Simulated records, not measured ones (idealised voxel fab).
You're looking at the process module voxel capacitor over wiring.
The figure presents cross-section cut, which has a width of 255 nm and is divided into square cells with an edge length of 5 nm.
Square cells in a grid make up a cross-section in this document, and the grid is given as bands, listed from the top down, each one or more rows of cells.
This entry defines a band. It first specifies the height of the band's top and the height of its bottom in nm, and then specifies the band's materials from left to right, stating each material with its width in nm. The word "full width" identifies a single material that fills the band from edge to edge, while the word "empty" identifies empty space.
It should be noted that heights are counted from 0, beneath which the wafer as supplied is of one material throughout, and that the lowest band possesses no lower boundary but continues downward, as written in "0..down".
A two-number width, for instance "30 to 40", indicates that the width is equal to the first number in the top row of the band and to the second number in the bottom row, and that it changes by a constant amount per row of cells.
The designation "no change occurred", where it is given for a processing step, indicates that no cell of the cross-section was altered in the course of that step.
Voids, fully enclosed: empty space of 8 cells or more with no open way to the top, each as width x height at its distance from the left edge, in nm
Where a step's line continues beyond its settings, the continuation is a remark by the simulator itself on that step.
You can add "overlay nm" to a step's line. For a step with a mask, it describes how far the mask lay to the right of its planned position, and a negative number describes a lay to the left.

PLAN
1,RECEIVE | material Si
2,CONFORMAL_DEP | material SiO2 | thk nm 10
3,CONFORMAL_DEP | material SiCN | thk nm 5
4,DIRECTIONAL_DEP | material lowk | thk nm 20
5,DIRECTIONAL_DEP | material aC | thk nm 10
6,PATTERN | tone open | mask id METAL_1 | material resist | width nm 30 | pitch nm 80 | thk nm 25 | overlay nm 0
7,DIRECTIONAL_ETCH | etch materials aC | depth nm 10
8,STRIP | etch materials resist
9,DIRECTIONAL_ETCH | etch materials lowk | depth nm 20
10,DIRECTIONAL_ETCH | etch materials SiCN | depth nm 5
11,STRIP | etch materials aC
12,CONFORMAL_DEP | material TiN | thk nm 5
13,FILL_DEP | material Cu | thk nm 5
14,CMP | height nm 35
15,CONFORMAL_DEP | material SiCN | thk nm 5
16,DIRECTIONAL_DEP | material lowk | thk nm 10
17,MASKED_ETCH | tone open | mask id PLUG_1 | width nm 15 | etch materials lowk | depth nm 10 | overlay nm 0
18,MASKED_ETCH | tone open | mask id PLUG_1 | width nm 15 | etch materials SiCN | depth nm 5 | overlay nm 0
19,EPI | material Ru | thk nm 10
20,EPI | material Ru | thk nm 5
21,DIRECTIONAL_DEP | material TiN | thk nm 10
22,DIRECTIONAL_DEP | material Al2O3 | thk nm 5
23,DIRECTIONAL_DEP | material TiN | thk nm 10
24,PATTERN | tone cover | mask id UPPER_PLATE | material resist | width nm 55 | thk nm 20 | overlay nm 0
25,DIRECTIONAL_ETCH | etch materials TiN | depth nm 10
26,DIRECTIONAL_ETCH | etch materials Al2O3 | depth nm 5
27,STRIP | etch materials resist
28,MASKED_ETCH | tone cover | mask id LOWER_PLATE | width nm 65 | etch materials TiN | depth nm 10 | overlay nm 0
29,FILL_DEP | material SiO2 | thk nm 15
30,CMP | height nm 85
31,MASKED_ETCH | tone open | mask id PLUG_2 | width nm 15 | etch materials SiO2 | depth nm 10 | overlay nm 0
32,CONFORMAL_DEP | material TiN | thk nm 5
33,FILL_DEP | material Ru | thk nm 5
34,CMP | height nm 85
35,CONFORMAL_DEP | material SiN | thk nm 5

DELIVERED WAFER IN CROSS-SECTION: STATE AFTER STEP 1
* 0..down  Si full width
* Voids, fully enclosed: none

THIS IS HOW THE WAFER LOOKS IN CROSS-SECTION ONCE THE MODULE IS DONE, GIVEN THE STARTING STATE AND PLAN ABOVE AND ONE MISTAKE IN CARRYING THE PLAN OUT
* 90..85  SiN full width
* 85..75  SiO2=85, then TiN=25, then SiO2=145
* 75..70  SiO2=85, then Al2O3=25, then TiN=30, then SiO2=115
* 70..65  SiO2=80, then TiN=60, then SiO2=115
* 65..60  SiO2=80, then TiN=30, then Al2O3=30, then SiO2=115
* 60..50  SiO2=75, then Ru=35, then TiN=35, then SiO2=110
* 50..40  lowk=85, then Ru=15, then lowk=155
* 40..35  SiCN=85, then Ru=15, then SiCN=155
* 35..15  lowk=70, then TiN=5, then Cu=20, then TiN=5, then lowk=50, then TiN=5, then Cu=20, then TiN=5, then lowk=75
* 15..10  SiCN=70, then TiN=30, then SiCN=50, then TiN=30, then SiCN=75
* 10..0  SiO2 full width
* 0..down  Si full width
* Voids, fully enclosed: none
Misprocessing identified: step 19 in the plan was executed twice
